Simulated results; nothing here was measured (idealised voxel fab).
process module | voxel trench capacitor
cross-section cut | 275 nm wide | cells 5 nm
A cross-section is a grid of square cells, given in bands from the top down. A band is one or more rows of cells.
Each band's line starts with the height of the band's top and of its bottom, in nm. Then come its materials from left to right, each with its width in nm. One material with "throughout" fills the band from edge to edge. "air" is empty space.
Height 0 is the level under which the wafer as received is all one material. The lowest band goes on downwards, as in "0 down".
A width such as "30 to 40" changes by the same amount from each row of cells to the next, from the band's top row to its bottom row.
"no change" after a step means that no cell of the cross-section changed.
closed voids: empty space of 8 cells or more with no open way to the top, each as width x height at its distance from the left edge, in nm
after a step's settings: what the simulator itself notes on the step
overlay nm, on a step with a mask: how far to the right of its planned place the mask lay; to the left if negative
plan
1 op RECEIVE | material Si
2 op CONFORMAL_DEP | material SiN | thk nm 5
3 op MASKED_ETCH | tone open | mask id TRENCH | width nm 20 | pitch nm 35 | etch materials SiN | depth nm 5 | overlay nm 0
4 op MASKED_ETCH | tone open | mask id TRENCH | width nm 20 | pitch nm 35 | etch materials Si | depth nm 40 | overlay nm 0
5 op CONFORMAL_DEP | material Al2O3 | thk nm 5
6 op FILL_DEP | material polySi | thk nm 5
7 op CMP | height nm 5
varied across the wafers: thk nm of step 2. The plan shows the first wafer's value. All wafers start alike
first wafer as received, after step 1
  0 down: Si throughout
  closed voids: none
each wafer at the end: cells of each material gained (+) or lost (-) since it was received, then its closed voids
thk nm 5 | +80 Al2O3 | -128 Si | +39 SiN | +64 polySi | closed voids: none
thk nm 10 | +55 SiN | closed voids: none
thk nm 15 | +55 SiN | closed voids: none
thk nm 20 | +55 SiN | closed voids: none
